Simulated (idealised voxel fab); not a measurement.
Title: Process Module voxel wiring stack
The cross-section shown here is cut; it is 270 nm wide and divided into square cells measuring 5 nm on a side.
Heads up, the way a cross-section reads in here is a grid of square cells, handed over as bands from the top down, with every band being one or more rows of cells.
Per band: top height and bottom height in nm, followed by the left-to-right materials and their widths in nm; "edge to edge" marks a single material spanning edge to edge, "empty" marks empty space.
Ref level 0: as-received wafer is one material below here. Bottom band extends down with no lower bound ("z 0 and below").
Width: "30 to 40" (first number = top row, second number = bottom row, same change from row to row of cells).
"no alterations made", as given for a step, is the statement that not any cell of the cross-section underwent a change during that step.
In "Closed voids list" the enclosed voids are listed, meaning empty spaces of 8 cells or larger without any opening to the top. The form is width x height at distance, distance from the left edge, units nm.
Post-settings text on a step line: simulator's own remark regarding the step.
When a step includes a mask, the "overlay nm" setting on its line states how far to the right of its planned place that mask lay, and negative values state how far to the left.
Set out below are the planned steps of the process:
1. RECEIVE with material Si
2. CONFORMAL_DEP with material SiO2, thk nm 15
3. DIRECTIONAL_DEP with material TiN, thk nm 5
4. DIRECTIONAL_DEP with material W, thk nm 15
5. MASKED_ETCH with tone cover, mask id METAL_1, width nm 25, pitch nm 50, etch materials W, depth nm 15, overlay nm 0
6. MASKED_ETCH with tone cover, mask id METAL_1, width nm 25, pitch nm 50, etch materials TiN, depth nm 5, overlay nm 0
7. FILL_DEP with material SiO2, thk nm 10
8. CMP with height nm 35
9. CONFORMAL_DEP with material SiCN, thk nm 5
10. DIRECTIONAL_DEP with material SiO2, thk nm 35
11. DIRECTIONAL_DEP with material aC, thk nm 15
12. PATTERN with tone open, mask id METAL_2_HOLES, material resist, width nm 15, thk nm 30, overlay nm 0
13. DIRECTIONAL_ETCH with etch materials aC, depth nm 15
14. STRIP with etch materials resist
15. DIRECTIONAL_ETCH with etch materials SiO2, depth nm 35
16. STRIP with etch materials aC
17. MASKED_ETCH with tone open, mask id METAL_2, width nm 25, pitch nm 50, etch materials SiO2, depth nm 20, overlay nm 0
18. MASKED_ETCH with tone open, mask id METAL_2, width nm 25, pitch nm 50, etch materials SiCN, depth nm 5, overlay nm 0
19. CONFORMAL_DEP with material TiN, thk nm 5
20. FILL_DEP with material Cu, thk nm 5
21. CMP with height nm 75
22. CONFORMAL_DEP with material SiCN, thk nm 5
23. DIRECTIONAL_DEP with material SiO2, thk nm 35
24. MASKED_ETCH with tone open, mask id METAL_3_HOLES, width nm 15, etch materials SiO2, depth nm 35, overlay nm 0
25. PATTERN with tone open, mask id METAL_3, material resist, width nm 25, pitch nm 50, thk nm 15, overlay nm 0
26. DIRECTIONAL_ETCH with etch materials SiO2, depth nm 20
27. DIRECTIONAL_ETCH with etch materials SiCN, depth nm 5
28. STRIP with etch materials resist
29. CONFORMAL_DEP with material TiN, thk nm 5
30. FILL_DEP with material Ru, thk nm 10
31. CMP with height nm 115
32. CONFORMAL_DEP with material SiCN, thk nm 5
First wafer, as planned:
The cross-section here shows the wafer as received, i.e. in its state after step 1:
z 0 and below | Si edge to edge
Closed voids list: none
Step 2 complete: cross-section through the wafer:
z 15 to 0 | SiO2 edge to edge
Beneath the level 0, the cross-section is identical to its previous state.
Step 3 complete: cross-section through the wafer:
z 20 to 15 | TiN edge to edge
Beneath the level 15, the cross-section is identical to its previous state.
Step 4 complete: cross-section through the wafer:
z 35 to 20 | W edge to edge
Beneath the level 20, the cross-section is identical to its previous state.
Step 5 complete: cross-section through the wafer:
z 35 to 20 | 95 of empty | 25 of W | 25 of empty | 25 of W | 100 of empty
Beneath the level 20, the cross-section is identical to its previous state.
Step 6 complete: cross-section through the wafer:
z 35 to 20 | 95 of empty | 25 of W | 25 of empty | 25 of W | 100 of empty
z 20 to 15 | 95 of empty | 25 of TiN | 25 of empty | 25 of TiN | 100 of empty
Beneath the level 15, the cross-section is identical to its previous state.
Step 7 complete: cross-section through the wafer:
z 45 to 35 | SiO2 edge to edge
z 35 to 20 | 95 of SiO2 | 25 of W | 25 of SiO2 | 25 of W | 100 of SiO2
z 20 to 15 | 95 of SiO2 | 25 of TiN | 25 of SiO2 | 25 of TiN | 100 of SiO2
Beneath the level 15, the cross-section is identical to its previous state.
Step 8 complete: cross-section through the wafer:
z 35 to 20 | 95 of SiO2 | 25 of W | 25 of SiO2 | 25 of W | 100 of SiO2
Beneath the level 20, the cross-section is identical to its previous state.
Step 9 complete: cross-section through the wafer:
z 40 to 35 | SiCN edge to edge
Beneath the level 35, the cross-section is identical to its previous state.
Step 10 complete: cross-section through the wafer:
z 75 to 40 | SiO2 edge to edge
Beneath the level 40, the cross-section is identical to its previous state.
Step 11 complete: cross-section through the wafer:
z 90 to 75 | aC edge to edge
Beneath the level 75, the cross-section is identical to its previous state.
Step 12 complete: cross-section through the wafer:
z 120 to 90 | 95 of resist | 15 of empty | 160 of resist
Beneath the level 90, the cross-section is identical to its previous state.
Step 13 complete: cross-section through the wafer:
z 105 to 90 | 95 of resist | 15 of empty | 160 of resist
z 90 to 75 | 95 of aC | 15 of empty | 160 of aC
Beneath the level 75, the cross-section is identical to its previous state.
Step 14 complete: cross-section through the wafer:
z 90 to 75 | 95 of aC | 15 of empty | 160 of aC
Beneath the level 75, the cross-section is identical to its previous state.
Step 15 complete: cross-section through the wafer:
z 90 to 75 | 95 of aC | 15 of empty | 160 of aC
z 75 to 40 | 95 of SiO2 | 15 of empty | 160 of SiO2
Beneath the level 40, the cross-section is identical to its previous state.
Step 16 complete: cross-section through the wafer:
z 75 to 40 | 95 of SiO2 | 15 of empty | 160 of SiO2
Beneath the level 40, the cross-section is identical to its previous state.
Step 17 complete: cross-section through the wafer:
z 75 to 55 | 95 of SiO2 | 25 of empty | 25 of SiO2 | 25 of empty | 100 of SiO2
Beneath the level 55, the cross-section is identical to its previous state.
Step 18 complete: cross-section through the wafer:
z 75 to 55 | 95 of SiO2 | 25 of empty | 25 of SiO2 | 25 of empty | 100 of SiO2
z 55 to 40 | 95 of SiO2 | 15 of empty | 160 of SiO2
z 40 to 35 | 95 of SiCN | 15 of empty | 160 of SiCN
Beneath the level 35, the cross-section is identical to its previous state.
Step 19 complete: cross-section through the wafer:
z 80 to 75 | 100 of TiN | 15 of empty | 35 of TiN | 15 of empty | 105 of TiN
z 75 to 60 | 95 of SiO2 | 5 of TiN | 15 of empty | 5 of TiN | 25 of SiO2 | 5 of TiN | 15 of empty | 5 of TiN | 100 of SiO2
z 60 to 55 | 95 of SiO2 | 5 of TiN | 5 of empty | 15 of TiN | 25 of SiO2 | 25 of TiN | 100 of SiO2
z 55 to 40 | 95 of SiO2 | 5 of TiN | 5 of empty | 5 of TiN | 160 of SiO2
z 40 to 35 | 95 of SiCN | 15 of TiN | 160 of SiCN
Beneath the level 35, the cross-section is identical to its previous state.
Step 20 complete: cross-section through the wafer:
z 85 to 80 | Cu edge to edge
z 80 to 75 | 100 of TiN | 15 of Cu | 35 of TiN | 15 of Cu | 105 of TiN
z 75 to 60 | 95 of SiO2 | 5 of TiN | 15 of Cu | 5 of TiN | 25 of SiO2 | 5 of TiN | 15 of Cu | 5 of TiN | 100 of SiO2
z 60 to 55 | 95 of SiO2 | 5 of TiN | 5 of Cu | 15 of TiN | 25 of SiO2 | 25 of TiN | 100 of SiO2
z 55 to 40 | 95 of SiO2 | 5 of TiN | 5 of Cu | 5 of TiN | 160 of SiO2
Beneath the level 40, the cross-section is identical to its previous state.
Step 21 complete: cross-section through the wafer:
z 75 to 60 | 95 of SiO2 | 5 of TiN | 15 of Cu | 5 of TiN | 25 of SiO2 | 5 of TiN | 15 of Cu | 5 of TiN | 100 of SiO2
Beneath the level 60, the cross-section is identical to its previous state.
Step 22 complete: cross-section through the wafer:
z 80 to 75 | SiCN edge to edge
Beneath the level 75, the cross-section is identical to its previous state.
Step 23 complete: cross-section through the wafer:
z 115 to 80 | SiO2 edge to edge
Beneath the level 80, the cross-section is identical to its previous state.
Step 24 complete: cross-section through the wafer:
z 115 to 80 | 95 of SiO2 | 15 of empty | 160 of SiO2
Beneath the level 80, the cross-section is identical to its previous state.
Step 25 complete: cross-section through the wafer:
z 130 to 115 | 95 of resist | 25 of empty | 25 of resist | 25 of empty | 100 of resist
Beneath the level 115, the cross-section is identical to its previous state.
Step 26 complete: cross-section through the wafer:
z 130 to 115 | 95 of resist | 25 of empty | 25 of resist | 25 of empty | 100 of resist
z 115 to 95 | 95 of SiO2 | 25 of empty | 25 of SiO2 | 25 of empty | 100 of SiO2
Beneath the level 95, the cross-section is identical to its previous state.
Step 27 complete: cross-section through the wafer:
z 130 to 115 | 95 of resist | 25 of empty | 25 of resist | 25 of empty | 100 of resist
z 115 to 95 | 95 of SiO2 | 25 of empty | 25 of SiO2 | 25 of empty | 100 of SiO2
z 95 to 80 | 95 of SiO2 | 15 of empty | 160 of SiO2
z 80 to 75 | 95 of SiCN | 15 of empty | 160 of SiCN
Beneath the level 75, the cross-section is identical to its previous state.
Step 28 complete: cross-section through the wafer:
z 115 to 95 | 95 of SiO2 | 25 of empty | 25 of SiO2 | 25 of empty | 100 of SiO2
Beneath the level 95, the cross-section is identical to its previous state.
Step 29 complete: cross-section through the wafer:
z 120 to 115 | 100 of TiN | 15 of empty | 35 of TiN | 15 of empty | 105 of TiN
z 115 to 100 | 95 of SiO2 | 5 of TiN | 15 of empty | 5 of TiN | 25 of SiO2 | 5 of TiN | 15 of empty | 5 of TiN | 100 of SiO2
z 100 to 95 | 95 of SiO2 | 5 of TiN | 5 of empty | 15 of TiN | 25 of SiO2 | 25 of TiN | 100 of SiO2
z 95 to 80 | 95 of SiO2 | 5 of TiN | 5 of empty | 5 of TiN | 160 of SiO2
z 80 to 75 | 95 of SiCN | 15 of TiN | 160 of SiCN
Beneath the level 75, the cross-section is identical to its previous state.
Step 30 complete: cross-section through the wafer:
z 130 to 120 | Ru edge to edge
z 120 to 115 | 100 of TiN | 15 of Ru | 35 of TiN | 15 of Ru | 105 of TiN
z 115 to 100 | 95 of SiO2 | 5 of TiN | 15 of Ru | 5 of TiN | 25 of SiO2 | 5 of TiN | 15 of Ru | 5 of TiN | 100 of SiO2
z 100 to 95 | 95 of SiO2 | 5 of TiN | 5 of Ru | 15 of TiN | 25 of SiO2 | 25 of TiN | 100 of SiO2
z 95 to 80 | 95 of SiO2 | 5 of TiN | 5 of Ru | 5 of TiN | 160 of SiO2
Beneath the level 80, the cross-section is identical to its previous state.
Step 31 complete: cross-section through the wafer:
z 115 to 100 | 95 of SiO2 | 5 of TiN | 15 of Ru | 5 of TiN | 25 of SiO2 | 5 of TiN | 15 of Ru | 5 of TiN | 100 of SiO2
Beneath the level 100, the cross-section is identical to its previous state.
Step 32 complete: cross-section through the wafer:
z 120 to 115 | SiCN edge to edge
Beneath the level 115, the cross-section is identical to its previous state.
Wafer two of two - same starting point, same process plan, one mistake in execution; matches wafer one up to and including step 30:
when step 31 should have ended: no alterations made
When step 32 should have ended:
z 135 to 130 | SiCN edge to edge
Beneath the level 130, the cross-section is identical to its previous state.
So what did we get wrong on this run? step 31 of the plan: omitted, not performed
Final tally in cells, some materials are higher or lower on the second wafer than on the first: Ru +114 | TiN +48
